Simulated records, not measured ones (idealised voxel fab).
Presented below is a process module, voxel spacer lines.
For reference, the cross-section in this document is cut, with width 260 nm and square cells of 5 nm.
Think of the cross-section as a grid of square cells. We describe it in bands, top to bottom, and each band covers one or more rows of those cells.
A band entry consists of two parts. The first gives the height of the band's top and the height of its bottom, in nm. The rest lists the band's materials from left to right, each with its width in nm. A single material labelled with the word "everywhere" fills the band from edge to edge, and the word "air" marks empty space.
Counting heights begins at 0, where everything beneath is, in the wafer as received, one material. The lowest band has no bottom; it goes on downwards, as "top 0, no bottom" shows.
You'd read "30 to 40" like this: the band's top row of cells is as wide as the first number, its bottom row is as wide as the second, and going down, every row changes width by the same amount as the row before did.
"changes: none" -> step changed no cross-section cell.
Heads up: "Enclosed empty spaces" only lists the empty pockets with no open path to the top that are 8 cells or more, and it writes them as width x height at distance, distance from the left edge, in nm.
Anything after a step's settings on that line? It's the simulator's own note about the step.
Steps that use a mask can have "overlay nm" on their line. It says how far the mask sat to the right of where it was meant to be. Negative means to the left.
## The following list gives the planned process steps
| 1 | RECEIVE with material Si |
| 2 | CONFORMAL_DEP with material Al2O3, thk nm 5 |
| 3 | DIRECTIONAL_DEP with material SiN, thk nm 15 |
| 4 | DIRECTIONAL_DEP with material aC, thk nm 25 |
| 5 | PATTERN with tone cover, mask id MANDREL, material resist, width nm 20, pitch nm 60, thk nm 35, overlay nm 0 |
| 6 | DIRECTIONAL_ETCH with etch materials aC, depth nm 25 |
| 7 | STRIP with etch materials resist |
| 8 | CONFORMAL_DEP with material SiO2, thk nm 10 |
| 9 | DIRECTIONAL_ETCH with etch materials SiO2, depth nm 10 |
| 10 | STRIP with etch materials aC |
| 11 | DIRECTIONAL_ETCH with etch materials SiN, depth nm 15 |
| 12 | STRIP with etch materials SiO2 |
## As-received state of the wafer in cross-section, equivalent to post-step 1
top 0, no bottom  Si everywhere
Enclosed empty spaces: none
## As-planned run: cross-section of the first of two wafers at end of module
top 20, bottom 5  air 80, then SiN 10, then air 20, then SiN 10, then air 20, then SiN 10, then air 20, then SiN 10, then air 80
top 5, bottom 0  Al2O3 everywhere
top 0, no bottom  Si everywhere
Enclosed empty spaces: none
## Same start, same plan as the first wafer - but one mistake in the run. Cross-section of the second of the two at the end of the module
top 30, bottom 5  aC everywhere
top 5, bottom 0  Al2O3 everywhere
top 0, no bottom  Si everywhere
Enclosed empty spaces: none
So what did we get wrong on this run? the processing plan was not followed for steps 3 and 4, which were run with their positions exchanged
Final comparison by cell count, materials where the second wafer has more or fewer than the first: 24 fewer of SiN, 260 more of aC
